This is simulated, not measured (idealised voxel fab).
The process module presented herein is designated voxel ribs on slabs.
The figure presents cross-section cut, which has a width of 190 nm and is divided into square cells with an edge length of 5 nm.
Notation: cross-section as square-cell grid; stated in bands, top first, going down; one or more cell rows per band. What a band's entry tells you: where the top is and where the bottom is, as heights in nm, and after that what lies inside, material by material from left to right, each with its width in nm. Empty space is written as the word "empty", and a single material marked with the word "everywhere" occupies the band from edge to edge. We count height from 0. Below that, the starting wafer is all one material. The lowest band never ends at the bottom but goes on down; see "z 0 and below" for how that is written. Graded width ("30->40"): value in top row of band = first number; value in bottom row = second number; row-to-row change constant. A step reported as "remained the same" is a step in which no cell of the cross-section changed. So "Closed void inventory" is basically the list of trapped voids: any empty space of 8 cells or more that can't reach the top through an opening. They're written width x height at distance, the distance being from the left edge, and it's all nm. Whatever follows a step's settings on its line is a remark the simulator itself makes about that step. You can add "overlay nm" to a step's line. For a step with a mask, it describes how far the mask lay to the right of its planned position, and a negative number describes a lay to the left.

Steps planned for the process
1,RECEIVE with material Si
2,DIRECTIONAL_DEP with material SiO2, thk nm 25
3,DIRECTIONAL_DEP with material polySi, thk nm 15
4,DIRECTIONAL_DEP with material aC, thk nm 15
5,PATTERN with tone cover, mask id RIB, material resist, width nm 30, thk nm 30, overlay nm 0
6,DIRECTIONAL_ETCH with etch materials aC, depth nm 15
7,STRIP with etch materials resist
8,DIRECTIONAL_ETCH with etch materials polySi, depth nm 10
9,STRIP with etch materials aC
10,DIRECTIONAL_DEP with material aC, thk nm 10
11,PATTERN with tone cover, mask id SLAB, material resist, width nm 60, thk nm 25, overlay nm 0
12,DIRECTIONAL_ETCH with etch materials aC, depth nm 10
13,STRIP with etch materials resist
14,DIRECTIONAL_ETCH with etch materials polySi, depth nm 5
15,STRIP with etch materials aC
16,FILL_DEP with material SiO2, thk nm 15
17,CMP with height nm 50
18,DIRECTIONAL_DEP with material TiN, thk nm 5
19,DIRECTIONAL_DEP with material aC, thk nm 10
20,PATTERN with tone cover, mask id HEATER, material resist, width nm 40, thk nm 30, overlay nm 0
21,DIRECTIONAL_ETCH with etch materials aC, depth nm 10
22,STRIP with etch materials resist
23,DIRECTIONAL_ETCH with etch materials TiN, depth nm 5
24,STRIP with etch materials aC
25,CONFORMAL_DEP with material SiO2, thk nm 5

As received, after step 1
    z 0 and below = Si everywhere
    Closed void inventory: none

First of two wafers at the end of the module, shown in cross-section; run carried out as planned
    z 60 to 55 = empty=70 | SiO2=50 | empty=70
    z 55 to 50 = SiO2=75 | TiN=40 | SiO2=75
    z 50 to 40 = SiO2 everywhere
    z 40 to 30 = SiO2=80 | polySi=30 | SiO2=80
    z 30 to 25 = SiO2=65 | polySi=60 | SiO2=65
    z 25 to 0 = SiO2 everywhere
    z 0 and below = Si everywhere
    Closed void inventory: none

Wafer two, sectioned after the module: the first wafer's start, the first wafer's plan, and one mistake in how it was run
    z 60 to 55 = empty=70 | SiO2=50 | empty=70
    z 55 to 50 = SiO2=75 | TiN=40 | SiO2=75
    z 50 to 40 = SiO2=80->65 | polySi=30->60 | SiO2=80->65
    z 40 to 25 = polySi everywhere
    z 25 to 0 = SiO2 everywhere
    z 0 and below = Si everywhere
    Closed void inventory: none
Processing error: step 3 in the plan was executed twice
Final cells, second wafer relative to first, materials higher or lower: SiO2: 108 fewer, polySi: 108 more
